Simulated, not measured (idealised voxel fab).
Documented hereafter: the process module known as voxel capacitor over wiring.
Shown is cross-section cut, with a width of 295 nm and square cells of size 5 nm.
Reading order for cross-sections: top band down to bottom band. Underlying form: a grid of square cells. Band size: one or more rows of cells. Top, bottom (nm), then materials left to right with widths (nm); lone material tagged "throughout" fills the whole band edge to edge; "blank" = empty space. The level at which height equals 0 is the one under which the wafer, as it arrives, is entirely one material. No lower edge exists for the bottom band, which continues downward and is notated as in "from 0 down". With a width like "30..40", each row of cells in the band differs from the next by the same amount, the top row carrying the first number and the bottom row the second. Any step labelled "left unchanged" changed none of the cells in the cross-section. "Enclosed void listing" lists enclosed empty spaces (at least 8 cells, no open path upward to the top), each as width x height at distance from the left edge, in nm. Heads up: the bit after the settings on a step's line is the simulator's remark on that step. What "overlay nm" on a step's line means: if the step has a mask, that mask lay this far to the right of its planned place, or, when the value is negative, to the left.
-- Below is the list of planned process steps
1 RECEIVE, material Si
2 CONFORMAL_DEP, material SiO2, thk nm 15
3 CONFORMAL_DEP, material SiCN, thk nm 5
4 DIRECTIONAL_DEP, material SiO2, thk nm 20
5 MASKED_ETCH, tone open, mask id METAL_1, width nm 20, pitch nm 85, etch materials SiO2, depth nm 20, overlay nm 0
6 MASKED_ETCH, tone open, mask id METAL_1, width nm 20, pitch nm 85, etch materials SiCN, depth nm 5, overlay nm 0
7 CONFORMAL_DEP, material TiN, thk nm 5
8 FILL_DEP, material Cu, thk nm 10
9 CMP, height nm 40
10 CONFORMAL_DEP, material SiCN, thk nm 5
11 DIRECTIONAL_DEP, material SiO2, thk nm 10
12 DIRECTIONAL_DEP, material aC, thk nm 15
13 PATTERN, tone open, mask id PLUG_1, material resist, width nm 15, thk nm 35, overlay nm 0
14 DIRECTIONAL_ETCH, etch materials aC, depth nm 15
15 STRIP, etch materials resist
16 DIRECTIONAL_ETCH, etch materials SiO2, depth nm 10
17 DIRECTIONAL_ETCH, etch materials SiCN, depth nm 5
18 STRIP, etch materials aC
19 EPI, material Ru, thk nm 10
20 EPI, material Ru, thk nm 5
21 DIRECTIONAL_DEP, material TiN, thk nm 10
22 DIRECTIONAL_DEP, material SiN, thk nm 5
23 DIRECTIONAL_DEP, material TiN, thk nm 5
24 DIRECTIONAL_DEP, material aC, thk nm 15
25 PATTERN, tone cover, mask id UPPER_PLATE, material resist, width nm 70, thk nm 30, overlay nm 0
26 DIRECTIONAL_ETCH, etch materials aC, depth nm 15
27 STRIP, etch materials resist
28 DIRECTIONAL_ETCH, etch materials TiN, depth nm 5
29 DIRECTIONAL_ETCH, etch materials SiN, depth nm 5
30 STRIP, etch materials aC
31 DIRECTIONAL_DEP, material aC, thk nm 15
32 PATTERN, tone cover, mask id LOWER_PLATE, material resist, width nm 80, thk nm 30, overlay nm 0
33 DIRECTIONAL_ETCH, etch materials aC, depth nm 15
34 STRIP, etch materials resist
35 DIRECTIONAL_ETCH, etch materials TiN, depth nm 10
36 STRIP, etch materials aC
37 FILL_DEP, material SiO2, thk nm 15
38 CMP, height nm 85
39 DIRECTIONAL_DEP, material aC, thk nm 10
40 PATTERN, tone open, mask id PLUG_2, material resist, width nm 15, thk nm 25, overlay nm 0
41 DIRECTIONAL_ETCH, etch materials aC, depth nm 10
42 STRIP, etch materials resist
43 DIRECTIONAL_ETCH, etch materials SiO2, depth nm 10
44 STRIP, etch materials aC
45 CONFORMAL_DEP, material TiN, thk nm 5
46 FILL_DEP, material Cu, thk nm 5
47 CMP, height nm 85
48 CONFORMAL_DEP, material SiN, thk nm 5
-- Cross-section of the wafer at receipt, which is the condition after step 1
- from 0 down = Si throughout
- Enclosed void listing: none
-- First of two wafers: cross-section at end of module, run per plan
- from 90 to 85 = SiN throughout
- from 85 to 80 = 110 SiO2, then 5 TiN, then 5 Cu, then 5 TiN, then 170 SiO2
- from 80 to 70 = 110..100 SiO2, then 15..70 TiN, then 170..125 SiO2
- from 70 to 65 = 100 SiO2, then 70 SiN, then 125 SiO2
- from 65 to 55 = 95 SiO2, then 80 TiN, then 120 SiO2
- from 55 to 45 = 100 SiO2, then 15 Ru, then 180 SiO2
- from 45 to 40 = 100 SiCN, then 15 Ru, then 180 SiCN
- from 40 to 20 = 95 SiO2, then 5 TiN, then 10 Cu, then 5 TiN, then 65 SiO2, then 5 TiN, then 10 Cu, then 5 TiN, then 95 SiO2
- from 20 to 15 = 95 SiCN, then 20 TiN, then 65 SiCN, then 20 TiN, then 95 SiCN
- from 15 to 0 = SiO2 throughout
- from 0 down = Si throughout
- Enclosed void listing: none
-- Cross-section, wafer two of two, end of module: same start and plan as wafer one, one error in execution
- from 90 to 85 = SiN throughout
- from 85 to 80 = 110 SiO2, then 5 TiN, then 5 Cu, then 5 TiN, then 170 SiO2
- from 80 to 70 = 110..100 SiO2, then 15..70 TiN, then 170..125 SiO2
- from 70 to 65 = 100 SiO2, then 70 SiN, then 125 SiO2
- from 65 to 55 = 95 SiO2, then 80 TiN, then 120 SiO2
- from 55 to 45 = 100 SiO2, then 15 Ru, then 180 SiO2
- from 45 to 40 = 100 SiCN, then 15 Ru, then 180 SiCN
- from 40 to 35 = 95 SiO2, then 5 TiN, then 10 Cu, then 5 TiN, then 65 SiO2, then 5 TiN, then 10 Cu, then 5 TiN, then 95 SiO2
- from 35 to 30 = 95 SiCN, then 20 TiN, then 65 SiCN, then 20 TiN, then 95 SiCN
- from 30 to 0 = SiO2 throughout
- from 0 down = Si throughout
- Enclosed void listing: none
Error vs. plan: it should be noted that step 2 of the plan was executed twice
Looking at both finished wafers in cells, the second ends up ahead of or behind the first on some materials: Cu: 12 fewer, SiO2: 24 more, TiN: 12 fewer
